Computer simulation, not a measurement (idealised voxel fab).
Documented hereafter: the process module known as voxel self aligned contacts.
Square cells of 5 nm make up the cross-section cut, whose width is 140 nm.
Notation: cross-section as square-cell grid; stated in bands, top first, going down; one or more cell rows per band.
This entry defines a band. It first specifies the height of the band's top and the height of its bottom in nm, and then specifies the band's materials from left to right, stating each material with its width in nm. The word "all across" identifies a single material that fills the band from edge to edge, while the word "blank" identifies empty space.
Where do heights start? At 0: under that level the wafer as delivered is made of one material only. And the lowest band has no floor; it just carries on downward, as in "0..down".
The notation "30->40" denotes a width that varies across the rows of cells in the band, beginning at the first number in the top row, finishing at the second number in the bottom row, and changing by an identical amount from each row to the next.
For the purposes of this document, the phrase "nothing got changed" attached to a step denotes that no cell within the cross-section was modified by that step.
Basically, "Closed internal cavities" tells you about the enclosed voids: empty spaces with no open way to the top, 8 cells or bigger, each written width x height at distance, where distance is from the left edge, all in nm.
Step line, after settings: the simulator's comment on this step.
The "overlay nm" setting may appear on a step's line; for a step that uses a mask, it gives how far to the right of its planned position the mask lay, and a negative value indicates the left.

The process steps that were planned are listed below:
- 1: RECEIVE,material Si
- 2: OXIDIZE,depth nm 5
- 3: DIRECTIONAL_DEP,material polySi,thk nm 25
- 4: DIRECTIONAL_DEP,material SiN,thk nm 25
- 5: PATTERN,tone cover,mask id GATE,material resist,width nm 35,pitch nm 75,thk nm 20,overlay nm 0
- 6: DIRECTIONAL_ETCH,etch materials SiN,depth nm 25
- 7: DIRECTIONAL_ETCH,etch materials polySi,depth nm 25
- 8: STRIP,etch materials resist
- 9: CONFORMAL_DEP,material SiN,thk nm 10
- 10: DIRECTIONAL_ETCH,etch materials SiN,depth nm 10
- 11: FILL_DEP,material SiO2,thk nm 10
- 12: CMP,height nm 55
- 13: PATTERN,tone open,mask id CONTACT,material resist,width nm 50,thk nm 20,overlay nm 0
- 14: DIRECTIONAL_ETCH,etch materials SiO2,depth nm 60
- 15: STRIP,etch materials resist
- 16: CONFORMAL_DEP,material TiN,thk nm 5
- 17: FILL_DEP,material W,thk nm 10
- 18: CMP,height nm 55
- 19: CONFORMAL_DEP,material SiCN,thk nm 5

As received (post step 1): cross-section:
    0..down | Si all across
    Closed internal cavities: none

Starting wafer: above. Plan: above. Run: one mistake. Cross-section after the module: below:
    75..70 | SiCN all across
    70..60 | W all across
    60..55 | TiN 50; W 40; TiN 50
    55..50 | SiO2 45; TiN 20; W 10; TiN 20; SiO2 45
    50..25 | SiO2 5; SiN 55; TiN 5; W 10; TiN 5; SiN 55; SiO2 5
    25..0 | SiO2 5; SiN 10; polySi 35; SiN 10; TiN 5; W 10; TiN 5; SiN 10; polySi 35; SiN 10; SiO2 5
    0..-5 | SiO2 60; TiN 20; SiO2 60
    -5..down | Si all across
    Closed internal cavities: none
What broke from the plan during processing? step 18 of the plan was omitted and not executed
